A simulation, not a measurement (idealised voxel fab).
Process module name: voxel spacer lines
In the cross-section labelled cut, the width is 195 nm and each square cell is 5 nm.
In this document a cross-section is written as a grid of square cells. It is given as a series of bands, listed from the top down, and a band is one or more rows of cells.
This entry defines a band. It first specifies the height of the band's top and the height of its bottom in nm, and then specifies the band's materials from left to right, stating each material with its width in nm. The word "all across" identifies a single material that fills the band from edge to edge, while the word "blank" identifies empty space.
Note: height 0 marks the level under which the wafer is uniformly one material as received. Lowest band unbounded below, written "0..down".
Per-row width for "30->40": begins at first number (top row of band), ends at second number (bottom row), increment between rows held constant.
A step reported as "remained unchanged" is a step in which no cell of the cross-section changed.
Empty spaces counting at least 8 cells and having no open way to the top are listed in "Enclosed void entries". The notation width x height at distance is used for each, the distance being from the left edge and all three values in nm.
It should be noted that, on the line of a given step, the content following the step's settings is a remark produced by the simulator itself with respect to that step.
Regarding "overlay nm": on a step with a mask, it is the distance the mask lay to the right of its planned place; a negative value places it to the left.
This section lists the process steps that were planned
1,RECEIVE: material Si
2,CONFORMAL_DEP: material Al2O3, thk nm 10
3,DIRECTIONAL_DEP: material polySi, thk nm 10
4,DIRECTIONAL_DEP: material aC, thk nm 25
5,PATTERN: tone cover, mask id MANDREL, material resist, width nm 15, pitch nm 50, thk nm 35, overlay nm 0
6,DIRECTIONAL_ETCH: etch materials aC, depth nm 25
7,STRIP: etch materials resist
8,CONFORMAL_DEP: material SiO2, thk nm 10
9,DIRECTIONAL_ETCH: etch materials SiO2, depth nm 10
10,STRIP: etch materials aC
11,DIRECTIONAL_ETCH: etch materials polySi, depth nm 10
12,STRIP: etch materials SiO2
Cross-section of the incoming wafer, state after step 1
  0..down | Si all across
  Enclosed void entries: none
Wafer cross-section at module end: first of two, run to plan
  20..10 | blank: 30, polySi: 10, blank: 15, polySi: 10, blank: 15, polySi: 10, blank: 15, polySi: 10, blank: 15, polySi: 10, blank: 15, polySi: 10, blank: 30
  10..0 | Al2O3 all across
  0..down | Si all across
  Enclosed void entries: none
End of module, second wafer, cross-section. Started like the first, planned like the first, run with one mistake
  20..15 | blank: 30, polySi: 10, blank: 15, polySi: 10, blank: 15, polySi: 10, blank: 15, polySi: 10, blank: 15, polySi: 10, blank: 15, polySi: 10, blank: 30
  15..10 | polySi all across
  10..0 | Al2O3 all across
  0..down | Si all across
  Enclosed void entries: none
Misprocessing identified: step 11 was processed under conditions differing from the plan, specifically as DIRECTIONAL_ETCH: etch materials polySi, depth nm 5
At the finish, the second wafer shows more or fewer cells for some materials than the first does: 27 more of polySi
